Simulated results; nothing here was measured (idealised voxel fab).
process module | voxel capacitor over wiring
cross-section cut | 240 nm wide | cells 5 nm
A cross-section is a grid of square cells, given in bands from the top down. A band is one or more rows of cells.
Each band's line starts with the height of the band's top and of its bottom, in nm. Then come its materials from left to right, each with its width in nm. One material with "throughout" fills the band from edge to edge. "air" is empty space.
Height 0 is the level under which the wafer as received is all one material. The lowest band goes on downwards, as in "0 down".
A width such as "30 to 40" changes by the same amount from each row of cells to the next, from the band's top row to its bottom row.
"no change" after a step means that no cell of the cross-section changed.
closed voids: empty space of 8 cells or more with no open way to the top, each as width x height at its distance from the left edge, in nm
after a step's settings: what the simulator itself notes on the step
overlay nm, on a step with a mask: how far to the right of its planned place the mask lay; to the left if negative
plan
1 op RECEIVE | material Si
2 op CONFORMAL_DEP | material SiO2 | thk nm 10
3 op DIRECTIONAL_DEP | material TiN | thk nm 5
4 op DIRECTIONAL_DEP | material Ru | thk nm 15
5 op DIRECTIONAL_DEP | material aC | thk nm 15
6 op PATTERN | tone cover | mask id METAL_1 | material resist | width nm 30 | pitch nm 85 | thk nm 35 | overlay nm 0
7 op DIRECTIONAL_ETCH | etch materials aC | depth nm 15
8 op STRIP | etch materials resist
9 op DIRECTIONAL_ETCH | etch materials Ru | depth nm 15
10 op DIRECTIONAL_ETCH | etch materials TiN | depth nm 5
11 op STRIP | etch materials aC
12 op CONFORMAL_DEP | material SiCN | thk nm 5
13 op FILL_DEP | material lowk | thk nm 5
14 op CMP | height nm 30
15 op CONFORMAL_DEP | material SiCN | thk nm 5
16 op DIRECTIONAL_DEP | material SiO2 | thk nm 20
17 op MASKED_ETCH | tone open | mask id PLUG_1 | width nm 15 | etch materials SiO2 | depth nm 20 | overlay nm 0
18 op MASKED_ETCH | tone open | mask id PLUG_1 | width nm 15 | etch materials SiCN | depth nm 5 | overlay nm 0
19 op EPI | material Ru | thk nm 10
20 op EPI | material Ru | thk nm 10
21 op EPI | material Ru | thk nm 5
22 op DIRECTIONAL_DEP | material TiN | thk nm 10
23 op DIRECTIONAL_DEP | material Al2O3 | thk nm 5
24 op DIRECTIONAL_DEP | material TiN | thk nm 10
25 op DIRECTIONAL_DEP | material aC | thk nm 15
26 op PATTERN | tone cover | mask id UPPER_PLATE | material resist | width nm 60 | thk nm 30 | overlay nm 0
27 op DIRECTIONAL_ETCH | etch materials aC | depth nm 15
28 op STRIP | etch materials resist
29 op DIRECTIONAL_ETCH | etch materials TiN | depth nm 10
30 op DIRECTIONAL_ETCH | etch materials Al2O3 | depth nm 5
31 op STRIP | etch materials aC
32 op PATTERN | tone cover | mask id LOWER_PLATE | material resist | width nm 70 | thk nm 15 | overlay nm 0
33 op DIRECTIONAL_ETCH | etch materials TiN | depth nm 10
34 op STRIP | etch materials resist
35 op FILL_DEP | material SiO2 | thk nm 15
36 op CMP | height nm 90
37 op PATTERN | tone open | mask id PLUG_2 | material resist | width nm 15 | thk nm 20 | overlay nm 0
38 op DIRECTIONAL_ETCH | etch materials SiO2 | depth nm 10
39 op STRIP | etch materials resist
40 op CONFORMAL_DEP | material TiN | thk nm 5
41 op FILL_DEP | material W | thk nm 10
42 op CMP | height nm 90
43 op CONFORMAL_DEP | material SiN | thk nm 5
as received, after step 1
  0 down: Si throughout
  closed voids: none
first wafer at the end, as planned
  95 to 90: SiN throughout
  90 to 85: SiO2 85 | TiN 5 | W 5 | TiN 5 | SiO2 140
  85 to 80: SiO2 85 | TiN 15 | SiO2 140
  80 to 70: SiO2 75 | TiN 60 | SiO2 105
  70 to 65: SiO2 75 | Al2O3 60 | SiO2 105
  65 to 55: SiO2 70 | TiN 70 | SiO2 100
  55 to 35: SiO2 75 | Ru 15 | SiO2 150
  35 to 30: SiCN 75 | Ru 15 | SiCN 150
  30 to 15: lowk 55 | SiCN 5 | Ru 30 | SiCN 5 | lowk 45 | SiCN 5 | Ru 30 | SiCN 5 | lowk 60
  15 to 10: SiCN 60 | TiN 30 | SiCN 55 | TiN 30 | SiCN 65
  10 to 0: SiO2 throughout
  0 down: Si throughout
  closed voids: none
second wafer at the end: like start, like plan, one mistake
  95 to 90: SiN throughout
  90 to 80: SiO2 85 | TiN 50 | SiO2 105
  80 to 75: SiO2 90 | Al2O3 45 | SiO2 105
  75 to 70: SiO2 70 | TiN 5 | SiO2 15 | TiN 50 | SiO2 100
  70 to 60: SiO2 70 to 75 | TiN 70 to 15 | SiO2 100 to 150
  60 to 55: SiO2 75 | Al2O3 15 | SiO2 150
  55 to 45: SiO2 75 | TiN 15 | SiO2 150
  45 to 35: SiO2 throughout
  35 to 30: SiCN throughout
  30 to 15: lowk 55 | SiCN 5 | Ru 30 | SiCN 5 | lowk 45 | SiCN 5 | Ru 30 | SiCN 5 | lowk 60
  15 to 10: SiCN 60 | TiN 30 | SiCN 55 | TiN 30 | SiCN 65
  10 to 0: SiO2 throughout
  0 down: Si throughout
  closed voids: none
what went wrong: step 16 ran as: op DIRECTIONAL_DEP | material SiO2 | thk nm 30
at the end the second wafer has, in cells: 15 fewer of Ru | 3 more of SiCN | 16 more of SiO2 | 3 fewer of TiN | 1 fewer of W
